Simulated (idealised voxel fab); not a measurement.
Proc. module: voxel spacer lines
The cross-section on display is named cut; it measures 180 nm wide, and its cells are 5 nm squares.
Just so we're on the same page, the cross-sections are grids of square cells, and they're listed out in bands top to bottom, each band one or more rows deep.
For a band, the entry starts with two heights in nm, that of the top and then that of the bottom, and carries on with the band's materials in order from left to right, each alongside its width in nm; the word "full width" beside a single material means it fills the band edge to edge, and "blank" means empty space.
Heights are expressed relative to 0, this being the level below which the as-received wafer comprises one material exclusively. The lowest band is unbounded in the downward direction and is denoted as in "0 and below".
Top row gets the first number, bottom row gets the second, and each row in between changes by the same step: that is how a band width like "30->40" works.
Step note "left unchanged" = no cross-section cell changed.
For the entry "Closed void roster", the listed items are empty spaces with no open way to the top whose size is 8 cells or more; each item follows the pattern width x height at distance, where distance is from the left edge and all three are in nm.
Step line, after settings: the simulator's comment on this step.
"overlay nm", when on a step's line for a step with a mask, measures how far to the right of its planned place the mask lay; a negative measure means to the left.
# This section lists the process steps that were planned
| 1 | RECEIVE,material Si |
| 2 | CONFORMAL_DEP,material Al2O3,thk nm 10 |
| 3 | DIRECTIONAL_DEP,material TiN,thk nm 10 |
| 4 | DIRECTIONAL_DEP,material aC,thk nm 30 |
| 5 | PATTERN,tone cover,mask id MANDREL,material resist,width nm 25,pitch nm 70,thk nm 35,overlay nm 0 |
| 6 | DIRECTIONAL_ETCH,etch materials aC,depth nm 30 |
| 7 | STRIP,etch materials resist |
| 8 | CONFORMAL_DEP,material SiN,thk nm 10 |
| 9 | DIRECTIONAL_ETCH,etch materials SiN,depth nm 10 |
| 10 | STRIP,etch materials aC |
| 11 | DIRECTIONAL_ETCH,etch materials TiN,depth nm 10 |
| 12 | STRIP,etch materials SiN |
| 13 | FILL_DEP,material lowk,thk nm 10 |
| 14 | CMP,height nm 20 |
# What follows covers the first of two wafers; it ran as planned
# Cross-section of the incoming wafer, state after step 1
    0 and below  Si full width
    Closed void roster: none
# State of the wafer after step 2, shown in cross-section
    10 down to 0  Al2O3 full width
    below 0: unchanged
# State of the wafer after step 3, shown in cross-section
    20 down to 10  TiN full width
    below 10: unchanged
# State of the wafer after step 4, shown in cross-section
    50 down to 20  aC full width
    below 20: unchanged
# State of the wafer after step 5, shown in cross-section
    85 down to 50  40 of blank  25 of resist  45 of blank  25 of resist  45 of blank
    below 50: unchanged
# State of the wafer after step 6, shown in cross-section
    55 down to 50  40 of blank  25 of resist  45 of blank  25 of resist  45 of blank
    50 down to 20  40 of blank  25 of aC  45 of blank  25 of aC  45 of blank
    below 20: unchanged
# State of the wafer after step 7, shown in cross-section
    50 down to 20  40 of blank  25 of aC  45 of blank  25 of aC  45 of blank
    below 20: unchanged
# State of the wafer after step 8, shown in cross-section
    60 down to 50  30 of blank  45 of SiN  25 of blank  45 of SiN  35 of blank
    50 down to 30  30 of blank  10 of SiN  25 of aC  10 of SiN  25 of blank  10 of SiN  25 of aC  10 of SiN  35 of blank
    30 down to 20  40 of SiN  25 of aC  45 of SiN  25 of aC  45 of SiN
    below 20: unchanged
# State of the wafer after step 9, shown in cross-section
    50 down to 20  30 of blank  10 of SiN  25 of aC  10 of SiN  25 of blank  10 of SiN  25 of aC  10 of SiN  35 of blank
    below 20: unchanged
# State of the wafer after step 10, shown in cross-section
    50 down to 20  30 of blank  10 of SiN  25 of blank  10 of SiN  25 of blank  10 of SiN  25 of blank  10 of SiN  35 of blank
    below 20: unchanged
# State of the wafer after step 11, shown in cross-section
    50 down to 20  30 of blank  10 of SiN  25 of blank  10 of SiN  25 of blank  10 of SiN  25 of blank  10 of SiN  35 of blank
    20 down to 10  30 of blank  10 of TiN  25 of blank  10 of TiN  25 of blank  10 of TiN  25 of blank  10 of TiN  35 of blank
    below 10: unchanged
# State of the wafer after step 12, shown in cross-section
    20 down to 10  30 of blank  10 of TiN  25 of blank  10 of TiN  25 of blank  10 of TiN  25 of blank  10 of TiN  35 of blank
    below 10: unchanged
# State of the wafer after step 13, shown in cross-section
    30 down to 20  lowk full width
    20 down to 10  30 of lowk  10 of TiN  25 of lowk  10 of TiN  25 of lowk  10 of TiN  25 of lowk  10 of TiN  35 of lowk
    below 10: unchanged
# State of the wafer after step 14, shown in cross-section
    20 down to 10  30 of lowk  10 of TiN  25 of lowk  10 of TiN  25 of lowk  10 of TiN  25 of lowk  10 of TiN  35 of lowk
    below 10: unchanged
# Wafer two: like wafer one in start and plan, but with one mistake in execution; identical up to and including step 4
# Cross-section of the second wafer when, according to plan, step 5 should have finished
    85 down to 50  40 of resist  25 of blank  45 of resist  25 of blank  45 of resist
    below 50: unchanged
# Cross-section of the second wafer when, according to plan, step 6 should have finished
    55 down to 50  40 of resist  25 of blank  45 of resist  25 of blank  45 of resist
    50 down to 20  40 of aC  25 of blank  45 of aC  25 of blank  45 of aC
    below 20: unchanged
# Cross-section of the second wafer when, according to plan, step 7 should have finished
    50 down to 20  40 of aC  25 of blank  45 of aC  25 of blank  45 of aC
    below 20: unchanged
# Cross-section of the second wafer when, according to plan, step 8 should have finished
    60 down to 50  50 of SiN  5 of blank  65 of SiN  5 of blank  55 of SiN
    50 down to 30  40 of aC  10 of SiN  5 of blank  10 of SiN  45 of aC  10 of SiN  5 of blank  10 of SiN  45 of aC
    30 down to 20  40 of aC  25 of SiN  45 of aC  25 of SiN  45 of aC
    below 20: unchanged
# Cross-section of the second wafer when, according to plan, step 9 should have finished
    50 down to 20  40 of aC  10 of SiN  5 of blank  10 of SiN  45 of aC  10 of SiN  5 of blank  10 of SiN  45 of aC
    below 20: unchanged
# Cross-section of the second wafer when, according to plan, step 10 should have finished
    50 down to 20  40 of blank  10 of SiN  5 of blank  10 of SiN  45 of blank  10 of SiN  5 of blank  10 of SiN  45 of blank
    below 20: unchanged
# Cross-section of the second wafer when, according to plan, step 11 should have finished
    50 down to 20  40 of blank  10 of SiN  5 of blank  10 of SiN  45 of blank  10 of SiN  5 of blank  10 of SiN  45 of blank
    20 down to 10  40 of blank  10 of TiN  5 of blank  10 of TiN  45 of blank  10 of TiN  5 of blank  10 of TiN  45 of blank
    below 10: unchanged
# Cross-section of the second wafer when, according to plan, step 12 should have finished
    20 down to 10  40 of blank  10 of TiN  5 of blank  10 of TiN  45 of blank  10 of TiN  5 of blank  10 of TiN  45 of blank
    below 10: unchanged
# Cross-section of the second wafer when, according to plan, step 13 should have finished
    30 down to 20  lowk full width
    20 down to 10  40 of lowk  10 of TiN  5 of lowk  10 of TiN  45 of lowk  10 of TiN  5 of lowk  10 of TiN  45 of lowk
    below 10: unchanged
# Cross-section of the second wafer when, according to plan, step 14 should have finished
    20 down to 10  40 of lowk  10 of TiN  5 of lowk  10 of TiN  45 of lowk  10 of TiN  5 of lowk  10 of TiN  45 of lowk
    below 10: unchanged
what went wrong: off-plan run, step 5, actual operation and settings PATTERN,tone open,mask id MANDREL,material resist,width nm 25,pitch nm 70,thk nm 35,overlay nm 0
Tallied in cells, the final second wafer holds each material in the same quantity as the first, although not at the same places.
